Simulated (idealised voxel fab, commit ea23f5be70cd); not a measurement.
process module | voxel gate over fins
cross-section cut | 150 nm wide | cells 5 nm
A cross-section is a grid of square cells, given in bands from the top down. A band is one or more rows of cells.
Each band's line starts with the height of the band's top and of its bottom, in nm. Then come its materials from left to right, each with its width in nm. One material with "throughout" fills the band from edge to edge. "air" is empty space.
Height 0 is the level under which the wafer as received is all one material. The lowest band goes on downwards, as in "0 down".
A width such as "30 to 40" changes by the same amount from each row of cells to the next, from the band's top row to its bottom row.
"no change" after a step means that no cell of the cross-section changed.
closed voids: empty space of 8 cells or more with no open way to the top, each as width x height at its distance from the left edge, in nm
after a step's settings: what the simulator itself notes on the step
overlay nm, on a step with a mask: how far to the right of its planned place the mask lay; to the left if negative
plan
1 op RECEIVE | material Si
2 op CONFORMAL_DEP | material SiN | thk nm 5
3 op MASKED_ETCH | tone cover | mask id FINS | width nm 15 | pitch nm 40 | etch materials SiN | depth nm 5 | overlay nm 0
4 op MASKED_ETCH | tone cover | mask id FINS | width nm 15 | pitch nm 40 | etch materials Si | depth nm 40 | overlay nm 0
5 op FILL_DEP | material SiO2 | thk nm 10
6 op CMP | height nm 5
7 op SELECTIVE_ETCH | etch materials SiO2 | depth nm 15
8 op STRIP | etch materials SiN
9 op CONFORMAL_DEP | material HfO2 | thk nm 5
10 op CONFORMAL_DEP | material TiN | thk nm 5
11 op FILL_DEP | material W | thk nm 15
12 op CMP | height nm 20
13 op CONFORMAL_DEP | material SiN | thk nm 5
as received, after step 1
  0 down: Si throughout
  closed voids: none
first wafer at the end, as planned
  25 to 20: SiN throughout
  20 to 10: W throughout
  10 to 5: W 15 | TiN 35 | W 5 | TiN 35 | W 5 | TiN 35 | W 20
  5 to 0: W 15 | TiN 5 | HfO2 25 | TiN 5 | W 5 | TiN 5 | HfO2 25 | TiN 5 | W 5 | TiN 5 | HfO2 25 | TiN 5 | W 20
  0 to -5: TiN 20 | HfO2 5 | Si 15 | HfO2 5 | TiN 15 | HfO2 5 | Si 15 | HfO2 5 | TiN 15 | HfO2 5 | Si 15 | HfO2 5 | TiN 25
  -5 to -10: HfO2 25 | Si 15 | HfO2 25 | Si 15 | HfO2 25 | Si 15 | HfO2 30
  -10 to -40: SiO2 25 | Si 15 | SiO2 25 | Si 15 | SiO2 25 | Si 15 | SiO2 30
  -40 down: Si throughout
  closed voids: none
second wafer at the end: like start, like plan, one mistake
  25 to 20: SiN throughout
  20 to 10: W throughout
  10 to 5: W 15 | TiN 35 | W 5 | TiN 35 | W 5 | TiN 35 | W 20
  5 to 0: W 15 | TiN 5 | SiN 25 | TiN 5 | W 5 | TiN 5 | SiN 25 | TiN 5 | W 5 | TiN 5 | SiN 25 | TiN 5 | W 20
  0 to -5: TiN 20 | SiN 5 | Si 15 | SiN 5 | TiN 15 | SiN 5 | Si 15 | SiN 5 | TiN 15 | SiN 5 | Si 15 | SiN 5 | TiN 25
  -5 to -10: SiN 25 | Si 15 | SiN 25 | Si 15 | SiN 25 | Si 15 | SiN 30
  -10 to -40: SiO2 25 | Si 15 | SiO2 25 | Si 15 | SiO2 25 | Si 15 | SiO2 30
  -40 down: Si throughout
  closed voids: none
what went wrong: step 9 ran as: op CONFORMAL_DEP | material SiN | thk nm 5
at the end the second wafer has, in cells: 42 fewer of HfO2 | 42 more of SiN
